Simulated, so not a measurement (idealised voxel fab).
Process module heading - voxel plated lines
Cross-section cut spans 230 nm and uses square cells 5 nm in size.
How to read a cross-section here: the picture is a grid of square cells, written as bands going from the top down, and any band can span one or more rows of cells.
The band entry comprises the height of the band's top followed by the height of its bottom, expressed in nm, and subsequently the band's materials from left to right, each stated together with its width in nm. Where a single material is marked with the word "all across", that material fills the band from edge to edge. The word "empty" represents empty space.
The level at which height equals 0 is the one under which the wafer, as it arrives, is entirely one material. No lower edge exists for the bottom band, which continues downward and is notated as in "from 0 down".
Width: "30..40" (first number = top row, second number = bottom row, same change from row to row of cells).
Basically "no alterations made" means that step didn't change any cell in the cross-section.
"Voids, enclosed" specifies each empty space that is not open to the top and that occupies no fewer than 8 cells, using the form width x height at distance, the distance measured from the left edge and all three quantities in nm.
On a step's line, text after the settings is the simulator commenting on that step.
Each step line may optionally specify "overlay nm", which for a step with a mask gives the rightward distance between the mask's planned place and where it lay, a negative value indicating the leftward direction.

[Planned process steps]
1: RECEIVE, material Si
2: CONFORMAL_DEP, material SiN, thk nm 5
3: DIRECTIONAL_DEP, material TiN, thk nm 5
4: PATTERN, tone open, mask id LINES, material resist, width nm 20, pitch nm 50, thk nm 25, overlay nm 0
5: EPI, material Ru, thk nm 10
6: EPI, material Ru, thk nm 5
7: STRIP, etch materials resist
8: DIRECTIONAL_ETCH, etch materials TiN, depth nm 5
9: CONFORMAL_DEP, material SiCN, thk nm 10

[Cross-section of the wafer at receipt, which is the condition after step 1]
* from 0 down  Si all across
* Voids, enclosed: none

[End-of-module cross-section of the first of two wafers, processed as planned]
* from 35 to 25  empty: 70 / SiCN: 40 / empty: 10 / SiCN: 40 / empty: 70
* from 25 to 15  empty: 70 / SiCN: 10 / Ru: 20 / SiCN: 10 / empty: 10 / SiCN: 10 / Ru: 20 / SiCN: 10 / empty: 70
* from 15 to 10  SiCN: 80 / Ru: 20 / SiCN: 30 / Ru: 20 / SiCN: 80
* from 10 to 5  SiCN: 80 / TiN: 20 / SiCN: 30 / TiN: 20 / SiCN: 80
* from 5 to 0  SiN all across
* from 0 down  Si all across
* Voids, enclosed: none

[Same start, same plan as the first wafer - but one mistake in the run. Cross-section of the second of the two at the end of the module]
* from 30 to 20  empty: 70 / SiCN: 40 / empty: 10 / SiCN: 40 / empty: 70
* from 20 to 10  empty: 70 / SiCN: 10 / Ru: 20 / SiCN: 10 / empty: 10 / SiCN: 10 / Ru: 20 / SiCN: 10 / empty: 70
* from 10 to 5  SiCN: 80 / Ru: 20 / SiCN: 30 / Ru: 20 / SiCN: 80
* from 5 to 0  SiCN: 80 / TiN: 20 / SiCN: 30 / TiN: 20 / SiCN: 80
* from 0 down  Si all across
* Voids, enclosed: none
Against the plan, the run slipped here: step 2 of the plan was jumped over and never run
The closing comparison, in cells, has the second wafer with more or fewer of some materials than the first: SiN: 46 fewer
